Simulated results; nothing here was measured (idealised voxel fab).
Title: Process Module voxel capacitor over wiring
The width of the displayed cross-section, cut, is 250 nm; its cells are square, with a size of 5 nm.
When this document writes out a cross-section, it uses a grid of square cells and lists it as bands, beginning at the top and moving down, with a band standing for one or more rows of cells. Quick guide to a band line: top height, bottom height (nm) up front; then every material left to right with its width in nm. Only one material and it's marked "full width"? Then it fills the band edge to edge. And "air" just means empty space. Basically, 0 is our baseline, since under it the wafer straight out of the box is all one material. The bottom band has no lower end and keeps on going down, so it looks like "0 down". A two-number width, for instance "30..40", indicates that the width is equal to the first number in the top row of the band and to the second number in the bottom row, and that it changes by a constant amount per row of cells. No cell of the cross-section changed in a step that is given as "remained the same". Enclosed voids (no open way to top), threshold 8 cells or more, entry "Completely sealed voids", notation width x height at distance, distance from left edge, nm. Heads up: the bit after the settings on a step's line is the simulator's remark on that step. overlay nm: step with mask; distance mask lay right of planned place; negative value = left of planned place.
**Process steps foreseen in the plan**
step 1: RECEIVE with material Si
step 2: CONFORMAL_DEP with material SiO2, thk nm 15
step 3: DIRECTIONAL_DEP with material TiN, thk nm 5
step 4: DIRECTIONAL_DEP with material W, thk nm 20
step 5: PATTERN with tone cover, mask id METAL_1, material resist, width nm 30, pitch nm 100, thk nm 15, overlay nm 0
step 6: DIRECTIONAL_ETCH with etch materials W, depth nm 20
step 7: DIRECTIONAL_ETCH with etch materials TiN, depth nm 5
step 8: STRIP with etch materials resist
step 9: FILL_DEP with material SiO2, thk nm 5
step 10: CMP with height nm 40
step 11: CONFORMAL_DEP with material SiCN, thk nm 5
step 12: DIRECTIONAL_DEP with material SiO2, thk nm 20
step 13: PATTERN with tone open, mask id PLUG_1, material resist, width nm 15, thk nm 15, overlay nm 0
step 14: DIRECTIONAL_ETCH with etch materials SiO2, depth nm 20
step 15: DIRECTIONAL_ETCH with etch materials SiCN, depth nm 5
step 16: STRIP with etch materials resist
step 17: EPI with material Ru, thk nm 10
step 18: EPI with material Ru, thk nm 10
step 19: EPI with material Ru, thk nm 5
step 20: DIRECTIONAL_DEP with material TiN, thk nm 10
step 21: DIRECTIONAL_DEP with material HfO2, thk nm 5
step 22: DIRECTIONAL_DEP with material TiN, thk nm 10
step 23: DIRECTIONAL_DEP with material aC, thk nm 15
step 24: PATTERN with tone cover, mask id UPPER_PLATE, material resist, width nm 75, thk nm 35, overlay nm 0
step 25: DIRECTIONAL_ETCH with etch materials aC, depth nm 15
step 26: STRIP with etch materials resist
step 27: DIRECTIONAL_ETCH with etch materials TiN, depth nm 10
step 28: DIRECTIONAL_ETCH with etch materials HfO2, depth nm 5
step 29: STRIP with etch materials aC
step 30: DIRECTIONAL_DEP with material aC, thk nm 15
step 31: PATTERN with tone cover, mask id LOWER_PLATE, material resist, width nm 85, thk nm 35, overlay nm 0
step 32: DIRECTIONAL_ETCH with etch materials aC, depth nm 15
step 33: STRIP with etch materials resist
step 34: DIRECTIONAL_ETCH with etch materials TiN, depth nm 10
step 35: STRIP with etch materials aC
step 36: FILL_DEP with material SiO2, thk nm 15
step 37: CMP with height nm 100
step 38: DIRECTIONAL_DEP with material aC, thk nm 15
step 39: PATTERN with tone open, mask id PLUG_2, material resist, width nm 15, thk nm 30, overlay nm 0
step 40: DIRECTIONAL_ETCH with etch materials aC, depth nm 15
step 41: STRIP with etch materials resist
step 42: DIRECTIONAL_ETCH with etch materials SiO2, depth nm 10
step 43: STRIP with etch materials aC
step 44: CONFORMAL_DEP with material TiN, thk nm 5
step 45: FILL_DEP with material W, thk nm 5
step 46: CMP with height nm 100
step 47: CONFORMAL_DEP with material SiCN, thk nm 5
**as received, after step 1**
    0 down: Si full width
    Completely sealed voids: none
**a wafer at the end: this start, this plan, one mistake**
    105 to 100: SiCN full width
    100 to 95: SiO2 85 nm; TiN 5 nm; W 5 nm; TiN 5 nm; SiO2 150 nm
    95 to 90: SiO2 85 nm; TiN 15 nm; SiO2 150 nm
    90 to 80: SiO2 75 nm; TiN 75 nm; SiO2 100 nm
    80 to 75: SiO2 75 nm; HfO2 75 nm; SiO2 100 nm
    75 to 65: SiO2 75 nm; TiN 75 nm; SiO2 100 nm
    65 to 45: SiO2 75 nm; Ru 15 nm; SiO2 160 nm
    45 to 40: SiCN 75 nm; Ru 15 nm; SiCN 160 nm
    40 to 20: SiO2 60 nm; W 30 nm; SiO2 70 nm; W 30 nm; SiO2 60 nm
    20 to 15: SiO2 60 nm; TiN 30 nm; SiO2 70 nm; TiN 30 nm; SiO2 60 nm
    15 to 0: SiO2 full width
    0 down: Si full width
    Completely sealed voids: none
So what did we get wrong on this run? step 31 was processed under conditions differing from the plan, specifically as PATTERN with tone cover, mask id LOWER_PLATE, material resist, width nm 75, thk nm 35, overlay nm 0
